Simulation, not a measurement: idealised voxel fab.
Name of the process module below: voxel ribs on slabs
In the cross-section labelled cut, the width is 220 nm and each square cell is 5 nm.
For the purposes of this document, a cross-section shall be understood as a grid of square cells, specified as bands listed in top-to-bottom order, each band consisting of one or more rows of cells. Read a band's entry like this: the first values are the height of its top and the height of its bottom in nm, and what follows is the sequence of materials from left to right, each with its width in nm. Note that "empty" is empty space, and that a single material marked "everywhere" reaches across the band from edge to edge. Basically, 0 is our baseline, since under it the wafer straight out of the box is all one material. The bottom band has no lower end and keeps on going down, so it looks like "top 0, no bottom". Width: "30..40" (first number = top row, second number = bottom row, same change from row to row of cells). "all unchanged" -> step changed no cross-section cell. Voids not open to the top, 8 cells minimum: see "Listed closed voids". Written width x height at distance; distance is from the left edge; nm. Whatever follows a step's settings on its line is a remark the simulator itself makes about that step. For masked steps, "overlay nm" on the step line gives how far right of plan the mask actually lay; a minus sign means it lay to the left.

List of planned process steps
1 RECEIVE (material Si)
2 DIRECTIONAL_DEP (material SiO2; thk nm 20)
3 DIRECTIONAL_DEP (material polySi; thk nm 20)
4 PATTERN (tone cover; mask id RIB; material resist; width nm 20; thk nm 20; overlay nm 0)
5 DIRECTIONAL_ETCH (etch materials polySi; depth nm 5)
6 STRIP (etch materials resist)
7 DIRECTIONAL_DEP (material aC; thk nm 10)
8 PATTERN (tone cover; mask id SLAB; material resist; width nm 70; thk nm 30; overlay nm 0)
9 DIRECTIONAL_ETCH (etch materials aC; depth nm 10)
10 STRIP (etch materials resist)
11 DIRECTIONAL_ETCH (etch materials polySi; depth nm 15)
12 STRIP (etch materials aC)
13 FILL_DEP (material SiO2; thk nm 20)
14 CMP (height nm 55)
15 DIRECTIONAL_DEP (material TiN; thk nm 10)
16 PATTERN (tone cover; mask id HEATER; material resist; width nm 30; thk nm 15; overlay nm 0)
17 DIRECTIONAL_ETCH (etch materials TiN; depth nm 10)
18 STRIP (etch materials resist)
19 CONFORMAL_DEP (material SiN; thk nm 5)

Account of the first of two wafers, which was processed as intended

Wafer at receipt (post step 1), cross-section
* top 0, no bottom  Si everywhere
* Listed closed voids: none

After step 2
* top 20, bottom 0  SiO2 everywhere
* For the remainder of the cross-section, below 0, there is no change.

After step 3
* top 40, bottom 20  polySi everywhere
* For the remainder of the cross-section, below 20, there is no change.

After step 4
* top 60, bottom 40  empty 100  resist 20  empty 100
* For the remainder of the cross-section, below 40, there is no change.

After step 5
* top 60, bottom 40  empty 100  resist 20  empty 100
* top 40, bottom 35  empty 100  polySi 20  empty 100
* For the remainder of the cross-section, below 35, there is no change.

After step 6
* top 40, bottom 35  empty 100  polySi 20  empty 100
* For the remainder of the cross-section, below 35, there is no change.

After step 7
* top 50, bottom 45  empty 100  aC 20  empty 100
* top 45, bottom 40  aC everywhere
* top 40, bottom 35  aC 100  polySi 20  aC 100
* For the remainder of the cross-section, below 35, there is no change.

After step 8
* top 80, bottom 50  empty 75  resist 70  empty 75
* top 50, bottom 45  empty 75  resist 25  aC 20  resist 25  empty 75
* For the remainder of the cross-section, below 45, there is no change.

After step 9
* top 70, bottom 50  empty 75  resist 70  empty 75
* top 50, bottom 45  empty 75  resist 25  aC 20  resist 25  empty 75
* top 45, bottom 40  empty 75  aC 70  empty 75
* top 40, bottom 35  empty 75  aC 25  polySi 20  aC 25  empty 75
* For the remainder of the cross-section, below 35, there is no change.

After step 10
* top 50, bottom 40  empty 100..75  aC 20..70  empty 100..75
* For the remainder of the cross-section, below 40, there is no change.

After step 11
* top 50, bottom 40  empty 100..75  aC 20..70  empty 100..75
* top 40, bottom 35  empty 75  aC 25  polySi 20  aC 25  empty 75
* top 35, bottom 20  empty 75  polySi 70  empty 75
* For the remainder of the cross-section, below 20, there is no change.

After step 12
* top 40, bottom 35  empty 100  polySi 20  empty 100
* For the remainder of the cross-section, below 35, there is no change.

After step 13
* top 60, bottom 40  SiO2 everywhere
* top 40, bottom 35  SiO2 100  polySi 20  SiO2 100
* top 35, bottom 20  SiO2 75  polySi 70  SiO2 75
* For the remainder of the cross-section, below 20, there is no change.

After step 14
* top 55, bottom 40  SiO2 everywhere
* For the remainder of the cross-section, below 40, there is no change.

After step 15
* top 65, bottom 55  TiN everywhere
* For the remainder of the cross-section, below 55, there is no change.

After step 16
* top 80, bottom 65  empty 95  resist 30  empty 95
* For the remainder of the cross-section, below 65, there is no change.

After step 17
* top 80, bottom 65  empty 95  resist 30  empty 95
* top 65, bottom 55  empty 95  TiN 30  empty 95
* For the remainder of the cross-section, below 55, there is no change.

After step 18
* top 65, bottom 55  empty 95  TiN 30  empty 95
* For the remainder of the cross-section, below 55, there is no change.

After step 19
* top 70, bottom 65  empty 90  SiN 40  empty 90
* top 65, bottom 60  empty 90  SiN 5  TiN 30  SiN 5  empty 90
* top 60, bottom 55  SiN 95  TiN 30  SiN 95
* For the remainder of the cross-section, below 55, there is no change.

Wafer two of two - same starting point, same process plan, one mistake in execution; matches wafer one up to and including step 2

X-section, second wafer, when step 3 was due to finish
* top 60, bottom 20  polySi everywhere
* For the remainder of the cross-section, below 20, there is no change.

X-section, second wafer, when step 4 was due to finish
* top 80, bottom 60  empty 100  resist 20  empty 100
* For the remainder of the cross-section, below 60, there is no change.

X-section, second wafer, when step 5 was due to finish
* top 80, bottom 60  empty 100  resist 20  empty 100
* top 60, bottom 55  empty 100  polySi 20  empty 100
* For the remainder of the cross-section, below 55, there is no change.

X-section, second wafer, when step 6 was due to finish
* top 60, bottom 55  empty 100  polySi 20  empty 100
* For the remainder of the cross-section, below 55, there is no change.

X-section, second wafer, when step 7 was due to finish
* top 70, bottom 65  empty 100  aC 20  empty 100
* top 65, bottom 60  aC everywhere
* top 60, bottom 55  aC 100  polySi 20  aC 100
* For the remainder of the cross-section, below 55, there is no change.

X-section, second wafer, when step 8 was due to finish
* top 100, bottom 70  empty 75  resist 70  empty 75
* top 70, bottom 65  empty 75  resist 25  aC 20  resist 25  empty 75
* For the remainder of the cross-section, below 65, there is no change.

X-section, second wafer, when step 9 was due to finish
* top 90, bottom 70  empty 75  resist 70  empty 75
* top 70, bottom 65  empty 75  resist 25  aC 20  resist 25  empty 75
* top 65, bottom 60  empty 75  aC 70  empty 75
* top 60, bottom 55  empty 75  aC 25  polySi 20  aC 25  empty 75
* For the remainder of the cross-section, below 55, there is no change.

X-section, second wafer, when step 10 was due to finish
* top 70, bottom 60  empty 100..75  aC 20..70  empty 100..75
* For the remainder of the cross-section, below 60, there is no change.

X-section, second wafer, when step 11 was due to finish
* top 70, bottom 60  empty 100..75  aC 20..70  empty 100..75
* top 60, bottom 55  empty 75  aC 25  polySi 20  aC 25  empty 75
* top 55, bottom 40  empty 75  polySi 70  empty 75
* For the remainder of the cross-section, below 40, there is no change.

X-section, second wafer, when step 12 was due to finish
* top 60, bottom 55  empty 100  polySi 20  empty 100
* For the remainder of the cross-section, below 55, there is no change.

X-section, second wafer, when step 13 was due to finish
* top 80, bottom 60  SiO2 everywhere
* top 60, bottom 55  SiO2 100  polySi 20  SiO2 100
* top 55, bottom 40  SiO2 75  polySi 70  SiO2 75
* For the remainder of the cross-section, below 40, there is no change.

X-section, second wafer, when step 14 was due to finish
* top 55, bottom 40  SiO2 75  polySi 70  SiO2 75
* For the remainder of the cross-section, below 40, there is no change.

X-section, second wafer, when step 15 was due to finish
* top 65, bottom 55  TiN everywhere
* For the remainder of the cross-section, below 55, there is no change.

X-section, second wafer, when step 16 was due to finish
* top 80, bottom 65  empty 95  resist 30  empty 95
* For the remainder of the cross-section, below 65, there is no change.

X-section, second wafer, when step 17 was due to finish
* top 80, bottom 65  empty 95  resist 30  empty 95
* top 65, bottom 55  empty 95  TiN 30  empty 95
* For the remainder of the cross-section, below 55, there is no change.

X-section, second wafer, when step 18 was due to finish
* top 65, bottom 55  empty 95  TiN 30  empty 95
* For the remainder of the cross-section, below 55, there is no change.

X-section, second wafer, when step 19 was due to finish
* top 70, bottom 65  empty 90  SiN 40  empty 90
* top 65, bottom 60  empty 90  SiN 5  TiN 30  SiN 5  empty 90
* top 60, bottom 55  SiN 95  TiN 30  SiN 95
* For the remainder of the cross-section, below 55, there is no change.
What was done differently from what was planned? in the plan, step 3 was performed twice
Wrapping up, a cell-based count of both wafers puts the second over or under the first for these materials: SiO2: 172 fewer; polySi: 172 more
